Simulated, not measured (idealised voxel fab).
This is a process module. Its name is voxel transistor to metal.
210 nm wide, 5 nm square cells: that's cross-section cut.
When this document writes out a cross-section, it uses a grid of square cells and lists it as bands, beginning at the top and moving down, with a band standing for one or more rows of cells.
Each band's line starts with the height of the band's top and of its bottom, in nm. Then come its materials from left to right, each with its width in nm. One material with "throughout" fills the band from edge to edge. "air" is empty space.
Heights are expressed relative to 0, this being the level below which the as-received wafer comprises one material exclusively. The lowest band is unbounded in the downward direction and is denoted as in "from 0 down".
The notation "30 to 40" denotes a width that varies across the rows of cells in the band, beginning at the first number in the top row, finishing at the second number in the bottom row, and changing by an identical amount from each row to the next.
"no change" after a step means that no cell of the cross-section changed.
Cavities, closed: empty space of 8 cells or more with no open way to the top, each as width x height at its distance from the left edge, in nm
What comes after the settings on a step's line is commentary from the simulator itself on that step.
Among the settings permitted on a step's line is "overlay nm"; applied to a step with a mask, it specifies the extent to which the mask lay to the right of its planned position, whereas a negative figure signifies a position to the left.

Steps planned for the process
1) RECEIVE (material Si)
2) OXIDIZE (depth nm 5)
3) CONFORMAL_DEP (material SiN; thk nm 10)
4) MASKED_ETCH (tone cover; mask id ACTIVE; width nm 110; etch materials SiN; depth nm 10; overlay nm 0)
5) MASKED_ETCH (tone cover; mask id ACTIVE; width nm 110; etch materials SiO2; depth nm 5; overlay nm 0)
6) MASKED_ETCH (tone cover; mask id ACTIVE; width nm 110; etch materials Si; depth nm 20; overlay nm 0)
7) FILL_DEP (material SiO2; thk nm 10)
8) CMP (height nm 10)
9) SELECTIVE_ETCH (etch materials SiO2; depth nm 10)
10) STRIP (etch materials SiN)
11) SELECTIVE_ETCH (etch materials SiO2; depth nm 5)
12) OXIDIZE (depth nm 5)
13) DIRECTIONAL_DEP (material polySi; thk nm 20)
14) DIRECTIONAL_DEP (material SiCN; thk nm 15)
15) DIRECTIONAL_DEP (material aC; thk nm 10)
16) PATTERN (tone cover; mask id GATE; material resist; width nm 30; thk nm 25; overlay nm 0)
17) DIRECTIONAL_ETCH (etch materials aC; depth nm 10)
18) STRIP (etch materials resist)
19) DIRECTIONAL_ETCH (etch materials SiCN; depth nm 25)
20) DIRECTIONAL_ETCH (etch materials polySi; depth nm 30)
21) STRIP (etch materials aC)
22) CONFORMAL_DEP (material SiN; thk nm 10)
23) DIRECTIONAL_ETCH (etch materials SiN; depth nm 10)
24) DIRECTIONAL_ETCH (etch materials SiO2; depth nm 5)
25) DIRECTIONAL_ETCH (etch materials Si; depth nm 15)
26) EPI (material nSi; thk nm 20)
27) FILL_DEP (material SiO2; thk nm 10)
28) CMP (height nm 15)
29) STRIP (etch materials polySi)
30) SELECTIVE_ETCH (etch materials SiO2; depth nm 5)
31) CONFORMAL_DEP (material HfO2; thk nm 5)
32) CONFORMAL_DEP (material TiN; thk nm 5)
33) FILL_DEP (material W; thk nm 10)
34) CMP (height nm 10)
35) DIRECTIONAL_DEP (material SiO2; thk nm 10)
36) DIRECTIONAL_DEP (material aC; thk nm 15)
37) PATTERN (tone open; mask id CONTACT; material resist; width nm 15; pitch nm 75; thk nm 35; overlay nm 0)
38) DIRECTIONAL_ETCH (etch materials aC; depth nm 15)
39) STRIP (etch materials resist)
40) DIRECTIONAL_ETCH (etch materials SiO2; depth nm 10)
41) STRIP (etch materials aC)
42) CONFORMAL_DEP (material TiN; thk nm 5)
43) FILL_DEP (material Ru; thk nm 10)
44) CMP (height nm 20)
45) CONFORMAL_DEP (material SiCN; thk nm 5)
46) DIRECTIONAL_DEP (material SiO2; thk nm 15)
47) PATTERN (tone open; mask id METAL_1; material resist; width nm 15; pitch nm 75; thk nm 20; overlay nm 0)
48) DIRECTIONAL_ETCH (etch materials SiO2; depth nm 15)
49) DIRECTIONAL_ETCH (etch materials SiCN; depth nm 5)
50) STRIP (etch materials resist)
51) CONFORMAL_DEP (material TiN; thk nm 5)
52) FILL_DEP (material Ru; thk nm 10)
53) CMP (height nm 40)
54) CONFORMAL_DEP (material SiN; thk nm 5)

Incoming wafer, cross-sectional view, post step 1
* from 0 down: Si throughout
* Cavities, closed: none

End-of-module XS, first of two wafers, run as planned
* from 45 to 40: SiN throughout
* from 40 to 25: SiO2=60  TiN=5  Ru=5  TiN=5  SiO2=60  TiN=5  Ru=5  TiN=5  SiO2=60
* from 25 to 20: SiCN=60  TiN=15  SiCN=60  TiN=15  SiCN=60
* from 20 to 15: SiO2=60  TiN=5  Ru=5  TiN=5  SiO2=60  TiN=5  Ru=5  TiN=5  SiO2=60
* from 15 to 10: SiO2=60  TiN=15  SiO2=60  TiN=15  SiO2=60
* from 10 to 0: SiO2=60  nSi=20  SiN=10  HfO2=5  TiN=5  W=10  TiN=5  HfO2=5  SiN=10  nSi=20  SiO2=60
* from 0 to -5: SiO2=60  nSi=20  SiN=10  HfO2=5  TiN=20  HfO2=5  SiN=10  nSi=20  SiO2=60
* from -5 to -10: SiO2=45  nSi=35  SiO2=5  HfO2=40  SiO2=5  nSi=35  SiO2=45
* from -10 to -25: SiO2=50  nSi=30  Si=50  nSi=30  SiO2=50
* from -25 down: Si throughout
* Cavities, closed: none

Cross-section at end of module for the second wafer of two, which matched the first in starting point and plan and differed by one mistake in its processing
* from 45 to 40: SiN throughout
* from 40 to 25: SiO2=60  TiN=5  Ru=10  TiN=5  SiO2=55  TiN=5  Ru=10  TiN=5  SiO2=55
* from 25 to 20: SiCN=60  TiN=20  SiCN=55  TiN=20  SiCN=55
* from 20 to 15: SiO2=60  TiN=5  Ru=5  TiN=5  SiO2=60  TiN=5  Ru=5  TiN=5  SiO2=60
* from 15 to 10: SiO2=60  TiN=15  SiO2=60  TiN=15  SiO2=60
* from 10 to 0: SiO2=60  nSi=20  SiN=10  HfO2=5  TiN=5  W=10  TiN=5  HfO2=5  SiN=10  nSi=20  SiO2=60
* from 0 to -5: SiO2=60  nSi=20  SiN=10  HfO2=5  TiN=20  HfO2=5  SiN=10  nSi=20  SiO2=60
* from -5 to -10: SiO2=45  nSi=35  SiO2=5  HfO2=40  SiO2=5  nSi=35  SiO2=45
* from -10 to -25: SiO2=50  nSi=30  Si=50  nSi=30  SiO2=50
* from -25 down: Si throughout
* Cavities, closed: none
Against the plan, the run slipped here: planned and actual differ for step 47; actual: PATTERN (tone open; mask id METAL_1; material resist; width nm 20; pitch nm 75; thk nm 20; overlay nm 0)
Once processing is complete, comparing cell counts shows that the second wafer has more or fewer of certain materials than the first: 6 more of Ru | 2 fewer of SiCN | 6 fewer of SiO2 | 2 more of TiN
